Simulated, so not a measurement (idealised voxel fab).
The following is a process module called voxel transistor to metal.
Cross-section cut: width 160 nm, square cells of 5 nm.
If you're reading a cross-section in this doc, picture square cells in a grid; it comes to you as bands, top ones listed first down to the bottom, and a band can be one or more rows of cells.
In this notation a band is specified by the heights of its top and bottom, in that order and in nm, after which its materials appear from left to right, each paired with its width in nm. The word "all across" attached to a single material means that material fills the band from edge to edge; the word "blank" stands for empty space.
Convention: height 0 is the level below which the wafer, as received, is all one material. The lowest band does not terminate at the bottom but continues downward, represented as "top 0, no bottom".
A width given as "30->40" starts at the first number in the band's top row and ends at the second number in its bottom row, shifting by an equal amount at every step from row to row.
When a step is marked "no alterations made", none of the cells in the cross-section changed during that step.
If an empty space has no open way to the top and is at least 8 cells in size, "Enclosed void catalog" lists it, written width x height at distance, where distance is measured from the left edge and every value is in nm.
after a step's settings: what the simulator itself notes on the step
You can add "overlay nm" to a step's line. For a step with a mask, it describes how far the mask lay to the right of its planned position, and a negative number describes a lay to the left.
Each of the pairs that make up the rest of this document says: here is the cross-section before one process step, here is the cross-section after it, drawn only down to the lowest band that changed, and here, under the pair, is the step lying between them with its settings. Different pairs may come from different runs of this module on the same starting wafer, so a pair continues from the pair above it only where its entry headed "Prior to step" says so.

**Prior to step**
  top 75, bottom 65 | W all across
  top 65, bottom 60 | TiN 40 nm / W 20 nm / TiN 40 nm / W 20 nm / TiN 40 nm
  top 60, bottom 35 | SiO2 35 nm / TiN 5 nm / W 20 nm / TiN 5 nm / SiO2 30 nm / TiN 5 nm / W 20 nm / TiN 5 nm / SiO2 35 nm
  top 35, bottom 30 | SiO2 35 nm / TiN 5 nm / W 15 nm / TiN 10 nm / SiO2 30 nm / TiN 10 nm / W 15 nm / TiN 5 nm / SiO2 35 nm
  top 30, bottom 20 | SiO2 35 nm / TiN 5 nm / W 15 nm / TiN 5 nm / SiN 10 nm / SiCN 20 nm / SiN 10 nm / TiN 5 nm / W 15 nm / TiN 5 nm / SiO2 35 nm
  top 20, bottom 15 | SiO2 35 nm / TiN 5 nm / W 15 nm / TiN 5 nm / SiN 10 nm / polySi 20 nm / SiN 10 nm / TiN 5 nm / W 15 nm / TiN 5 nm / SiO2 35 nm
  top 15, bottom 10 | SiO2 35 nm / TiN 25 nm / SiN 10 nm / polySi 20 nm / SiN 10 nm / TiN 25 nm / SiO2 35 nm
  top 10, bottom 5 | SiO2 60 nm / SiN 10 nm / polySi 20 nm / SiN 10 nm / SiO2 60 nm
  top 5, bottom 0 | SiO2 50 nm / nSi 10 nm / SiN 10 nm / polySi 20 nm / SiN 10 nm / nSi 10 nm / SiO2 50 nm
  top 0, bottom -5 | SiO2 50 nm / nSi 10 nm / SiO2 40 nm / nSi 10 nm / SiO2 50 nm
  top -5, bottom -15 | SiO2 30 nm / nSi 30 nm / Si 40 nm / nSi 30 nm / SiO2 30 nm
  top -15, bottom -40 | SiO2 30 nm / Si 100 nm / SiO2 30 nm
  top -40, no bottom | Si all across
  Enclosed void catalog: none

**Post-Step Geometry**
  top 45, bottom 35 | SiO2 35 nm / TiN 5 nm / W 20 nm / TiN 5 nm / SiO2 30 nm / TiN 5 nm / W 20 nm / TiN 5 nm / SiO2 35 nm
  Whatever lies below 35 is exactly as it was before.
  Enclosed void catalog: none
What was done to get from the upper cross-section to the lower one? CMP with height nm 45

Prior to step: it's just the after picture from the pair right above this one.

**Post-Step Geometry**
  top 50, bottom 45 | TiN all across
  Whatever lies below 45 is exactly as it was before.
  Enclosed void catalog: none
What was done to get from the upper cross-section to the lower one? DIRECTIONAL_DEP with material TiN, thk nm 5

Prior to step: it's just the after picture from the pair right above this one.

**Post-Step Geometry**
  top 75, bottom 50 | W all across
  Whatever lies below 50 is exactly as it was before.
  Enclosed void catalog: none
What was done to get from the upper cross-section to the lower one? DIRECTIONAL_DEP with material W, thk nm 25

Prior to step: it's just the after picture from the pair right above this one.

**Post-Step Geometry**
  top 90, bottom 75 | blank 35 nm / resist 20 nm / blank 50 nm / resist 20 nm / blank 35 nm
  Whatever lies below 75 is exactly as it was before.
  Enclosed void catalog: none
What was done to get from the upper cross-section to the lower one? PATTERN with tone cover, mask id METAL_1, material resist, width nm 20, pitch nm 70, thk nm 15, overlay nm 0

Prior to step: it's just the after picture from the pair right above this one.

**Post-Step Geometry**
  top 90, bottom 75 | blank 35 nm / resist 20 nm / blank 50 nm / resist 20 nm / blank 35 nm
  top 75, bottom 50 | blank 35 nm / W 20 nm / blank 50 nm / W 20 nm / blank 35 nm
  Whatever lies below 50 is exactly as it was before.
  Enclosed void catalog: none
What was done to get from the upper cross-section to the lower one? DIRECTIONAL_ETCH with etch materials W, depth nm 25

Prior to step: it's just the after picture from the pair right above this one.

**Post-Step Geometry**
  top 90, bottom 75 | blank 35 nm / resist 20 nm / blank 50 nm / resist 20 nm / blank 35 nm
  top 75, bottom 50 | blank 35 nm / W 20 nm / blank 50 nm / W 20 nm / blank 35 nm
  top 50, bottom 45 | blank 35 nm / TiN 20 nm / blank 50 nm / TiN 20 nm / blank 35 nm
  Whatever lies below 45 is exactly as it was before.
  Enclosed void catalog: none
What was done to get from the upper cross-section to the lower one? DIRECTIONAL_ETCH with etch materials TiN, depth nm 5

Prior to step: it's just the after picture from the pair right above this one.

**Post-Step Geometry**
  top 75, bottom 50 | blank 35 nm / W 20 nm / blank 50 nm / W 20 nm / blank 35 nm
  Whatever lies below 50 is exactly as it was before.
  Enclosed void catalog: none
What was done to get from the upper cross-section to the lower one? STRIP with etch materials resist

Prior to step: it's just the after picture from the pair right above this one.

**Post-Step Geometry**
  top 80, bottom 75 | blank 30 nm / SiCN 30 nm / blank 40 nm / SiCN 30 nm / blank 30 nm
  top 75, bottom 50 | blank 30 nm / SiCN 5 nm / W 20 nm / SiCN 5 nm / blank 40 nm / SiCN 5 nm / W 20 nm / SiCN 5 nm / blank 30 nm
  top 50, bottom 45 | SiCN 35 nm / TiN 20 nm / SiCN 50 nm / TiN 20 nm / SiCN 35 nm
  Whatever lies below 45 is exactly as it was before.
  Enclosed void catalog: none
What was done to get from the upper cross-section to the lower one? CONFORMAL_DEP with material SiCN, thk nm 5

Prior to step: it's just the after picture from the pair right above this one.

**Post-Step Geometry**
  top 85, bottom 80 | SiO2 all across
  top 80, bottom 75 | SiO2 30 nm / SiCN 30 nm / SiO2 40 nm / SiCN 30 nm / SiO2 30 nm
  top 75, bottom 50 | SiO2 30 nm / SiCN 5 nm / W 20 nm / SiCN 5 nm / SiO2 40 nm / SiCN 5 nm / W 20 nm / SiCN 5 nm / SiO2 30 nm
  Whatever lies below 50 is exactly as it was before.
  Enclosed void catalog: none
What was done to get from the upper cross-section to the lower one? FILL_DEP with material SiO2, thk nm 5

Prior to step: it's just the after picture from the pair right above this one.

**Post-Step Geometry**
  top 75, bottom 50 | SiO2 30 nm / SiCN 5 nm / W 20 nm / SiCN 5 nm / SiO2 40 nm / SiCN 5 nm / W 20 nm / SiCN 5 nm / SiO2 30 nm
  Whatever lies below 50 is exactly as it was before.
  Enclosed void catalog: none
What was done to get from the upper cross-section to the lower one? CMP with height nm 75

Prior to step: it's just the after picture from the pair right above this one.

**Post-Step Geometry**
  top 80, bottom 75 | SiCN all across
  Whatever lies below 75 is exactly as it was before.
  Enclosed void catalog: none
What was done to get from the upper cross-section to the lower one? CONFORMAL_DEP with material SiCN, thk nm 5

**Prior to step**
  top 15, bottom 5 | SiO2 25 nm / SiN 110 nm / SiO2 25 nm
  top 5, bottom 0 | SiO2 all across
  top 0, bottom -40 | SiO2 30 nm / Si 100 nm / SiO2 30 nm
  top -40, no bottom | Si all across
  Enclosed void catalog: none

**Post-Step Geometry**
  top 15, bottom 5 | SiO2 25 nm / blank 110 nm / SiO2 25 nm
  Whatever lies below 5 is exactly as it was before.
  Enclosed void catalog: none
What was done to get from the upper cross-section to the lower one? STRIP with etch materials SiN

Prior to step: it's just the after picture from the pair right above this one.

**Post-Step Geometry**
  top 5, bottom 0 | SiO2 15 nm / blank 130 nm / SiO2 15 nm
  top 0, bottom -5 | SiO2 15 nm / blank 15 nm / Si 100 nm / blank 15 nm / SiO2 15 nm
  Whatever lies below -5 is exactly as it was before.
  Enclosed void catalog: none
What was done to get from the upper cross-section to the lower one? SELECTIVE_ETCH with etch materials SiO2, depth nm 10

Prior to step: it's just the after picture from the pair right above this one.

**Post-Step Geometry**
  top 0, bottom -10 | SiO2 10 nm / blank 20 nm / Si 100 nm / blank 20 nm / SiO2 10 nm
  Whatever lies below -10 is exactly as it was before.
  Enclosed void catalog: none
What was done to get from the upper cross-section to the lower one? SELECTIVE_ETCH with etch materials SiO2, depth nm 5

Prior to step: it's just the after picture from the pair right above this one.

**Post-Step Geometry**
  top 0, bottom -5 | SiO2 10 nm / blank 20 nm / SiO2 100 nm / blank 20 nm / SiO2 10 nm
  top -5, bottom -10 | SiO2 10 nm / blank 20 nm / SiO2 5 nm / Si 90 nm / SiO2 5 nm / blank 20 nm / SiO2 10 nm
  top -10, bottom -15 | SiO2 35 nm / Si 90 nm / SiO2 35 nm
  Whatever lies below -15 is exactly as it was before.
  Enclosed void catalog: none
What was done to get from the upper cross-section to the lower one? OXIDIZE with depth nm 5

Prior to step: it's just the after picture from the pair right above this one.

**Post-Step Geometry**
  top 20, bottom 10 | polySi 10 nm / blank 20 nm / polySi 100 nm / blank 20 nm / polySi 10 nm
  top 10, bottom 0 | polySi all across
  top 0, bottom -5 | SiO2 10 nm / polySi 20 nm / SiO2 100 nm / polySi 20 nm / SiO2 10 nm
  top -5, bottom -10 | SiO2 10 nm / polySi 20 nm / SiO2 5 nm / Si 90 nm / SiO2 5 nm / polySi 20 nm / SiO2 10 nm
  Whatever lies below -10 is exactly as it was before.
  Enclosed void catalog: none
What was done to get from the upper cross-section to the lower one? DIRECTIONAL_DEP with material polySi, thk nm 20

Prior to step: it's just the after picture from the pair right above this one.

**Post-Step Geometry**
  top 30, bottom 20 | SiCN 10 nm / blank 20 nm / SiCN 100 nm / blank 20 nm / SiCN 10 nm
  top 20, bottom 10 | polySi 10 nm / SiCN 20 nm / polySi 100 nm / SiCN 20 nm / polySi 10 nm
  Whatever lies below 10 is exactly as it was before.
  Enclosed void catalog: none
What was done to get from the upper cross-section to the lower one? DIRECTIONAL_DEP with material SiCN, thk nm 10

Prior to step: it's just the after picture from the pair right above this one.

**Post-Step Geometry**
  top 30, bottom 20 | blank 70 nm / SiCN 20 nm / blank 70 nm
  top 20, bottom 10 | polySi 10 nm / blank 20 nm / polySi 100 nm / blank 20 nm / polySi 10 nm
  Whatever lies below 10 is exactly as it was before.
  Enclosed void catalog: none
What was done to get from the upper cross-section to the lower one? MASKED_ETCH with tone cover, mask id GATE, width nm 20, etch materials SiCN, depth nm 20, overlay nm 0

Prior to step: it's just the after picture from the pair right above this one.

**Post-Step Geometry**
  top 30, bottom 20 | blank 70 nm / SiCN 20 nm / blank 70 nm
  top 20, bottom 0 | blank 70 nm / polySi 20 nm / blank 70 nm
  top 0, bottom -5 | SiO2 10 nm / blank 20 nm / SiO2 100 nm / blank 20 nm / SiO2 10 nm
  top -5, bottom -10 | SiO2 10 nm / blank 20 nm / SiO2 5 nm / Si 90 nm / SiO2 5 nm / blank 20 nm / SiO2 10 nm
  Whatever lies below -10 is exactly as it was before.
  Enclosed void catalog: none
What was done to get from the upper cross-section to the lower one? MASKED_ETCH with tone cover, mask id GATE, width nm 20, etch materials polySi, depth nm 30, overlay nm 0

Prior to step: it's just the after picture from the pair right above this one.

**Post-Step Geometry**
  top 40, bottom 30 | blank 60 nm / SiN 40 nm / blank 60 nm
  top 30, bottom 20 | blank 60 nm / SiN 10 nm / SiCN 20 nm / SiN 10 nm / blank 60 nm
  top 20, bottom 10 | blank 60 nm / SiN 10 nm / polySi 20 nm / SiN 10 nm / blank 60 nm
  top 10, bottom 0 | SiN 70 nm / polySi 20 nm / SiN 70 nm
  top 0, bottom -5 | SiO2 10 nm / SiN 20 nm / SiO2 100 nm / SiN 20 nm / SiO2 10 nm
  top -5, bottom -10 | SiO2 10 nm / SiN 20 nm / SiO2 5 nm / Si 90 nm / SiO2 5 nm / SiN 20 nm / SiO2 10 nm
  Whatever lies below -10 is exactly as it was before.
  Enclosed void catalog: none
What was done to get from the upper cross-section to the lower one? CONFORMAL_DEP with material SiN, thk nm 10

Prior to step: it's just the after picture from the pair right above this one.

**Post-Step Geometry**
  top 30, bottom 20 | blank 60 nm / SiN 10 nm / SiCN 20 nm / SiN 10 nm / blank 60 nm
  top 20, bottom 0 | blank 60 nm / SiN 10 nm / polySi 20 nm / SiN 10 nm / blank 60 nm
  Whatever lies below 0 is exactly as it was before.
  Enclosed void catalog: none
What was done to get from the upper cross-section to the lower one? DIRECTIONAL_ETCH with etch materials SiN, depth nm 10

Prior to step: it's just the after picture from the pair right above this one.

**Post-Step Geometry**
  top 30, bottom 20 | blank 60 nm / SiN 10 nm / SiCN 20 nm / SiN 10 nm / blank 60 nm
  top 20, bottom 0 | blank 60 nm / SiN 10 nm / polySi 20 nm / SiN 10 nm / blank 60 nm
  top 0, bottom -5 | blank 10 nm / SiN 20 nm / blank 30 nm / SiO2 40 nm / blank 30 nm / SiN 20 nm / blank 10 nm
  Whatever lies below -5 is exactly as it was before.
  Enclosed void catalog: none
What was done to get from the upper cross-section to the lower one? DIRECTIONAL_ETCH with etch materials SiO2, depth nm 5

Prior to step: it's just the after picture from the pair right above this one.

**Post-Step Geometry**
  top 30, bottom 20 | blank 60 nm / SiN 10 nm / SiCN 20 nm / SiN 10 nm / blank 60 nm
  top 20, bottom 0 | blank 60 nm / SiN 10 nm / polySi 20 nm / SiN 10 nm / blank 60 nm
  top 0, bottom -5 | blank 10 nm / SiN 20 nm / blank 30 nm / SiO2 40 nm / blank 30 nm / SiN 20 nm / blank 10 nm
  top -5, bottom -10 | SiO2 10 nm / SiN 20 nm / SiO2 5 nm / blank 25 nm / Si 40 nm / blank 25 nm / SiO2 5 nm / SiN 20 nm / SiO2 10 nm
  top -10, bottom -15 | SiO2 35 nm / blank 25 nm / Si 40 nm / blank 25 nm / SiO2 35 nm
  Whatever lies below -15 is exactly as it was before.
  Enclosed void catalog: none
What was done to get from the upper cross-section to the lower one? DIRECTIONAL_ETCH with etch materials Si, depth nm 10

Prior to step: it's just the after picture from the pair right above this one.

**Post-Step Geometry**
  top 30, bottom 20 | blank 60 nm / SiN 10 nm / SiCN 20 nm / SiN 10 nm / blank 60 nm
  top 20, bottom 5 | blank 60 nm / SiN 10 nm / polySi 20 nm / SiN 10 nm / blank 60 nm
  top 5, bottom 0 | blank 50 nm / nSi 10 nm / SiN 10 nm / polySi 20 nm / SiN 10 nm / nSi 10 nm / blank 50 nm
  top 0, bottom -5 | blank 10 nm / SiN 20 nm / blank 20 nm / nSi 10 nm / SiO2 40 nm / nSi 10 nm / blank 20 nm / SiN 20 nm / blank 10 nm
  top -5, bottom -10 | SiO2 10 nm / SiN 20 nm / SiO2 5 nm / nSi 25 nm / Si 40 nm / nSi 25 nm / SiO2 5 nm / SiN 20 nm / SiO2 10 nm
  top -10, bottom -15 | SiO2 35 nm / nSi 25 nm / Si 40 nm / nSi 25 nm / SiO2 35 nm
  Whatever lies below -15 is exactly as it was before.
  Enclosed void catalog: none
What was done to get from the upper cross-section to the lower one? EPI with material nSi, thk nm 10

Prior to step: it's just the after picture from the pair right above this one.

**Post-Step Geometry**
  top 40, bottom 30 | SiO2 all across
  top 30, bottom 20 | SiO2 60 nm / SiN 10 nm / SiCN 20 nm / SiN 10 nm / SiO2 60 nm
  top 20, bottom 5 | SiO2 60 nm / SiN 10 nm / polySi 20 nm / SiN 10 nm / SiO2 60 nm
  top 5, bottom 0 | SiO2 50 nm / nSi 10 nm / SiN 10 nm / polySi 20 nm / SiN 10 nm / nSi 10 nm / SiO2 50 nm
  top 0, bottom -5 | SiO2 10 nm / SiN 20 nm / SiO2 20 nm / nSi 10 nm / SiO2 40 nm / nSi 10 nm / SiO2 20 nm / SiN 20 nm / SiO2 10 nm
  Whatever lies below -5 is exactly as it was before.
  Enclosed void catalog: none
What was done to get from the upper cross-section to the lower one? FILL_DEP with material SiO2, thk nm 10

Prior to step: it's just the after picture from the pair right above this one.

**Post-Step Geometry**
  top 30, bottom 20 | SiO2 60 nm / SiN 10 nm / SiCN 20 nm / SiN 10 nm / SiO2 60 nm
  Whatever lies below 20 is exactly as it was before.
  Enclosed void catalog: none
What was done to get from the upper cross-section to the lower one? CMP with height nm 30

Prior to step: it's just the after picture from the pair right above this one.

**Post-Step Geometry**
  top 45, bottom 30 | SiO2 all across
  Whatever lies below 30 is exactly as it was before.
  Enclosed void catalog: none
What was done to get from the upper cross-section to the lower one? DIRECTIONAL_DEP with material SiO2, thk nm 15

Prior to step: it's just the after picture from the pair right above this one.

**Post-Step Geometry**
  top 45, bottom 30 | SiO2 35 nm / blank 30 nm / SiO2 30 nm / blank 30 nm / SiO2 35 nm
  top 30, bottom 20 | SiO2 35 nm / blank 25 nm / SiN 10 nm / SiCN 20 nm / SiN 10 nm / blank 25 nm / SiO2 35 nm
  top 20, bottom 5 | SiO2 35 nm / blank 25 nm / SiN 10 nm / polySi 20 nm / SiN 10 nm / blank 25 nm / SiO2 35 nm
  top 5, bottom 0 | SiO2 35 nm / blank 15 nm / nSi 10 nm / SiN 10 nm / polySi 20 nm / SiN 10 nm / nSi 10 nm / blank 15 nm / SiO2 35 nm
  top 0, bottom -5 | SiO2 10 nm / SiN 20 nm / SiO2 5 nm / blank 15 nm / nSi 10 nm / SiO2 40 nm / nSi 10 nm / blank 15 nm / SiO2 5 nm / SiN 20 nm / SiO2 10 nm
  Whatever lies below -5 is exactly as it was before.
  Enclosed void catalog: none
What was done to get from the upper cross-section to the lower one? MASKED_ETCH with tone open, mask id CONTACT, width nm 30, pitch nm 60, etch materials SiO2, depth nm 50, overlay nm 0

Prior to step: it's just the after picture from the pair right above this one.

**Post-Step Geometry**
  top 50, bottom 45 | TiN 40 nm / blank 20 nm / TiN 40 nm / blank 20 nm / TiN 40 nm
  top 45, bottom 35 | SiO2 35 nm / TiN 5 nm / blank 20 nm / TiN 5 nm / SiO2 30 nm / TiN 5 nm / blank 20 nm / TiN 5 nm / SiO2 35 nm
  top 35, bottom 30 | SiO2 35 nm / TiN 5 nm / blank 15 nm / TiN 10 nm / SiO2 30 nm / TiN 10 nm / blank 15 nm / TiN 5 nm / SiO2 35 nm
  top 30, bottom 20 | SiO2 35 nm / TiN 5 nm / blank 15 nm / TiN 5 nm / SiN 10 nm / SiCN 20 nm / SiN 10 nm / TiN 5 nm / blank 15 nm / TiN 5 nm / SiO2 35 nm
  top 20, bottom 10 | SiO2 35 nm / TiN 5 nm / blank 15 nm / TiN 5 nm / SiN 10 nm / polySi 20 nm / SiN 10 nm / TiN 5 nm / blank 15 nm / TiN 5 nm / SiO2 35 nm
  top 10, bottom 5 | SiO2 35 nm / TiN 5 nm / blank 5 nm / TiN 15 nm / SiN 10 nm / polySi 20 nm / SiN 10 nm / TiN 15 nm / blank 5 nm / TiN 5 nm / SiO2 35 nm
  top 5, bottom 0 | SiO2 35 nm / TiN 5 nm / blank 5 nm / TiN 5 nm / nSi 10 nm / SiN 10 nm / polySi 20 nm / SiN 10 nm / nSi 10 nm / TiN 5 nm / blank 5 nm / TiN 5 nm / SiO2 35 nm
  top 0, bottom -5 | SiO2 10 nm / SiN 20 nm / SiO2 5 nm / TiN 15 nm / nSi 10 nm / SiO2 40 nm / nSi 10 nm / TiN 15 nm / SiO2 5 nm / SiN 20 nm / SiO2 10 nm
  Whatever lies below -5 is exactly as it was before.
  Enclosed void catalog: none
What was done to get from the upper cross-section to the lower one? CONFORMAL_DEP with material TiN, thk nm 5

Prior to step: it's just the after picture from the pair right above this one.

**Post-Step Geometry**
  top 60, bottom 50 | W all across
  top 50, bottom 45 | TiN 40 nm / W 20 nm / TiN 40 nm / W 20 nm / TiN 40 nm
  top 45, bottom 35 | SiO2 35 nm / TiN 5 nm / W 20 nm / TiN 5 nm / SiO2 30 nm / TiN 5 nm / W 20 nm / TiN 5 nm / SiO2 35 nm
  top 35, bottom 30 | SiO2 35 nm / TiN 5 nm / W 15 nm / TiN 10 nm / SiO2 30 nm / TiN 10 nm / W 15 nm / TiN 5 nm / SiO2 35 nm
  top 30, bottom 20 | SiO2 35 nm / TiN 5 nm / W 15 nm / TiN 5 nm / SiN 10 nm / SiCN 20 nm / SiN 10 nm / TiN 5 nm / W 15 nm / TiN 5 nm / SiO2 35 nm
  top 20, bottom 10 | SiO2 35 nm / TiN 5 nm / W 15 nm / TiN 5 nm / SiN 10 nm / polySi 20 nm / SiN 10 nm / TiN 5 nm / W 15 nm / TiN 5 nm / SiO2 35 nm
  top 10, bottom 5 | SiO2 35 nm / TiN 5 nm / W 5 nm / TiN 15 nm / SiN 10 nm / polySi 20 nm / SiN 10 nm / TiN 15 nm / W 5 nm / TiN 5 nm / SiO2 35 nm
  top 5, bottom 0 | SiO2 35 nm / TiN 5 nm / W 5 nm / TiN 5 nm / nSi 10 nm / SiN 10 nm / polySi 20 nm / SiN 10 nm / nSi 10 nm / TiN 5 nm / W 5 nm / TiN 5 nm / SiO2 35 nm
  Whatever lies below 0 is exactly as it was before.
  Enclosed void catalog: none
What was done to get from the upper cross-section to the lower one? FILL_DEP with material W, thk nm 10

Prior to step: it's just the after picture from the pair right above this one.

**Post-Step Geometry**
  top 45, bottom 35 | SiO2 35 nm / TiN 5 nm / W 20 nm / TiN 5 nm / SiO2 30 nm / TiN 5 nm / W 20 nm / TiN 5 nm / SiO2 35 nm
  Whatever lies below 35 is exactly as it was before.
  Enclosed void catalog: none
What was done to get from the upper cross-section to the lower one? CMP with height nm 45

Prior to step: it's just the after picture from the pair right above this one.

**Post-Step Geometry**
  top 50, bottom 45 | TiN all across
  Whatever lies below 45 is exactly as it was before.
  Enclosed void catalog: none
What was done to get from the upper cross-section to the lower one? DIRECTIONAL_DEP with material TiN, thk nm 5

Prior to step: it's just the after picture from the pair right above this one.

**Post-Step Geometry**
  top 75, bottom 50 | W all across
  Whatever lies below 50 is exactly as it was before.
  Enclosed void catalog: none
What was done to get from the upper cross-section to the lower one? DIRECTIONAL_DEP with material W, thk nm 25

Prior to step: it's just the after picture from the pair right above this one.

**Post-Step Geometry**
  top 90, bottom 75 | blank 35 nm / resist 20 nm / blank 50 nm / resist 20 nm / blank 35 nm
  Whatever lies below 75 is exactly as it was before.
  Enclosed void catalog: none
What was done to get from the upper cross-section to the lower one? PATTERN with tone cover, mask id METAL_1, material resist, width nm 20, pitch nm 70, thk nm 15, overlay nm 0

Prior to step: it's just the after picture from the pair right above this one.

**Post-Step Geometry**
  top 90, bottom 75 | blank 35 nm / resist 20 nm / blank 50 nm / resist 20 nm / blank 35 nm
  top 75, bottom 50 | blank 35 nm / W 20 nm / blank 50 nm / W 20 nm / blank 35 nm
  Whatever lies below 50 is exactly as it was before.
  Enclosed void catalog: none
What was done to get from the upper cross-section to the lower one? DIRECTIONAL_ETCH with etch materials W, depth nm 25

Prior to step: it's just the after picture from the pair right above this one.

**Post-Step Geometry**
  top 90, bottom 75 | blank 35 nm / resist 20 nm / blank 50 nm / resist 20 nm / blank 35 nm
  top 75, bottom 50 | blank 35 nm / W 20 nm / blank 50 nm / W 20 nm / blank 35 nm
  top 50, bottom 45 | blank 35 nm / TiN 20 nm / blank 50 nm / TiN 20 nm / blank 35 nm
  Whatever lies below 45 is exactly as it was before.
  Enclosed void catalog: none
What was done to get from the upper cross-section to the lower one? DIRECTIONAL_ETCH with etch materials TiN, depth nm 5

Prior to step: it's just the after picture from the pair right above this one.

**Post-Step Geometry**
  top 75, bottom 50 | blank 35 nm / W 20 nm / blank 50 nm / W 20 nm / blank 35 nm
  Whatever lies below 50 is exactly as it was before.
  Enclosed void catalog: none
What was done to get from the upper cross-section to the lower one? STRIP with etch materials resist

Prior to step: it's just the after picture from the pair right above this one.

**Post-Step Geometry**
  top 80, bottom 75 | blank 30 nm / SiCN 30 nm / blank 40 nm / SiCN 30 nm / blank 30 nm
  top 75, bottom 50 | blank 30 nm / SiCN 5 nm / W 20 nm / SiCN 5 nm / blank 40 nm / SiCN 5 nm / W 20 nm / SiCN 5 nm / blank 30 nm
  top 50, bottom 45 | SiCN 35 nm / TiN 20 nm / SiCN 50 nm / TiN 20 nm / SiCN 35 nm
  Whatever lies below 45 is exactly as it was before.
  Enclosed void catalog: none
What was done to get from the upper cross-section to the lower one? CONFORMAL_DEP with material SiCN, thk nm 5

Prior to step: it's just the after picture from the pair right above this one.

**Post-Step Geometry**
  top 85, bottom 80 | SiO2 all across
  top 80, bottom 75 | SiO2 30 nm / SiCN 30 nm / SiO2 40 nm / SiCN 30 nm / SiO2 30 nm
  top 75, bottom 50 | SiO2 30 nm / SiCN 5 nm / W 20 nm / SiCN 5 nm / SiO2 40 nm / SiCN 5 nm / W 20 nm / SiCN 5 nm / SiO2 30 nm
  Whatever lies below 50 is exactly as it was before.
  Enclosed void catalog: none
What was done to get from the upper cross-section to the lower one? FILL_DEP with material SiO2, thk nm 5

Prior to step: it's just the after picture from the pair right above this one.

**Post-Step Geometry**
  top 75, bottom 50 | SiO2 30 nm / SiCN 5 nm / W 20 nm / SiCN 5 nm / SiO2 40 nm / SiCN 5 nm / W 20 nm / SiCN 5 nm / SiO2 30 nm
  Whatever lies below 50 is exactly as it was before.
  Enclosed void catalog: none
What was done to get from the upper cross-section to the lower one? CMP with height nm 75

Prior to step: it's just the after picture from the pair right above this one.

**Post-Step Geometry**
  top 80, bottom 75 | SiCN all across
  Whatever lies below 75 is exactly as it was before.
  Enclosed void catalog: none
What was done to get from the upper cross-section to the lower one? CONFORMAL_DEP with material SiCN, thk nm 5

**Prior to step**
  top 20, bottom 0 | polySi all across
  top 0, bottom -5 | SiO2 all across
  top -5, bottom -40 | SiO2 30 nm / Si 100 nm / SiO2 30 nm
  top -40, no bottom | Si all across
  Enclosed void catalog: none

**Post-Step Geometry**
  top 25, bottom 20 | SiCN all across
  Whatever lies below 20 is exactly as it was before.
  Enclosed void catalog: none
What was done to get from the upper cross-section to the lower one? DIRECTIONAL_DEP with material SiCN, thk nm 5

Prior to step: it's just the after picture from the pair right above this one.

**Post-Step Geometry**
  top 25, bottom 20 | blank 70 nm / SiCN 20 nm / blank 70 nm
  Whatever lies below 20 is exactly as it was before.
  Enclosed void catalog: none
What was done to get from the upper cross-section to the lower one? MASKED_ETCH with tone cover, mask id GATE, width nm 20, etch materials SiCN, depth nm 20, overlay nm 0

Prior to step: it's just the after picture from the pair right above this one.

**Post-Step Geometry**
  top 25, bottom 20 | blank 70 nm / SiCN 20 nm / blank 70 nm
  top 20, bottom 0 | blank 70 nm / polySi 20 nm / blank 70 nm
  Whatever lies below 0 is exactly as it was before.
  Enclosed void catalog: none
What was done to get from the upper cross-section to the lower one? MASKED_ETCH with tone cover, mask id GATE, width nm 20, etch materials polySi, depth nm 30, overlay nm 0

Prior to step: it's just the after picture from the pair right above this one.

**Post-Step Geometry**
  top 35, bottom 25 | blank 60 nm / SiN 40 nm / blank 60 nm
  top 25, bottom 20 | blank 60 nm / SiN 10 nm / SiCN 20 nm / SiN 10 nm / blank 60 nm
  top 20, bottom 10 | blank 60 nm / SiN 10 nm / polySi 20 nm / SiN 10 nm / blank 60 nm
  top 10, bottom 0 | SiN 70 nm / polySi 20 nm / SiN 70 nm
  Whatever lies below 0 is exactly as it was before.
  Enclosed void catalog: none
What was done to get from the upper cross-section to the lower one? CONFORMAL_DEP with material SiN, thk nm 10

Prior to step: it's just the after picture from the pair right above this one.

**Post-Step Geometry**
  top 25, bottom 20 | blank 60 nm / SiN 10 nm / SiCN 20 nm / SiN 10 nm / blank 60 nm
  top 20, bottom 0 | blank 60 nm / SiN 10 nm / polySi 20 nm / SiN 10 nm / blank 60 nm
  Whatever lies below 0 is exactly as it was before.
  Enclosed void catalog: none
What was done to get from the upper cross-section to the lower one? DIRECTIONAL_ETCH with etch materials SiN, depth nm 10

Prior to step: it's just the after picture from the pair right above this one.

**Post-Step Geometry**
  top 25, bottom 20 | blank 60 nm / SiN 10 nm / SiCN 20 nm / SiN 10 nm / blank 60 nm
  top 20, bottom 0 | blank 60 nm / SiN 10 nm / polySi 20 nm / SiN 10 nm / blank 60 nm
  top 0, bottom -5 | blank 60 nm / SiO2 40 nm / blank 60 nm
  Whatever lies below -5 is exactly as it was before.
  Enclosed void catalog: none
What was done to get from the upper cross-section to the lower one? DIRECTIONAL_ETCH with etch materials SiO2, depth nm 5

Prior to step: it's just the after picture from the pair right above this one.

**Post-Step Geometry**
  top 25, bottom 20 | blank 60 nm / SiN 10 nm / SiCN 20 nm / SiN 10 nm / blank 60 nm
  top 20, bottom 0 | blank 60 nm / SiN 10 nm / polySi 20 nm / SiN 10 nm / blank 60 nm
  top 0, bottom -5 | blank 60 nm / SiO2 40 nm / blank 60 nm
  top -5, bottom -15 | SiO2 30 nm / blank 30 nm / Si 40 nm / blank 30 nm / SiO2 30 nm
  Whatever lies below -15 is exactly as it was before.
  Enclosed void catalog: none
What was done to get from the upper cross-section to the lower one? DIRECTIONAL_ETCH with etch materials Si, depth nm 10

Prior to step: it's just the after picture from the pair right above this one.

**Post-Step Geometry**
  top 25, bottom 20 | blank 60 nm / SiN 10 nm / SiCN 20 nm / SiN 10 nm / blank 60 nm
  top 20, bottom 5 | blank 60 nm / SiN 10 nm / polySi 20 nm / SiN 10 nm / blank 60 nm
  top 5, bottom 0 | blank 50 nm / nSi 10 nm / SiN 10 nm / polySi 20 nm / SiN 10 nm / nSi 10 nm / blank 50 nm
  top 0, bottom -5 | blank 50 nm / nSi 10 nm / SiO2 40 nm / nSi 10 nm / blank 50 nm
  top -5, bottom -15 | SiO2 30 nm / nSi 30 nm / Si 40 nm / nSi 30 nm / SiO2 30 nm
  Whatever lies below -15 is exactly as it was before.
  Enclosed void catalog: none
What was done to get from the upper cross-section to the lower one? EPI with material nSi, thk nm 10
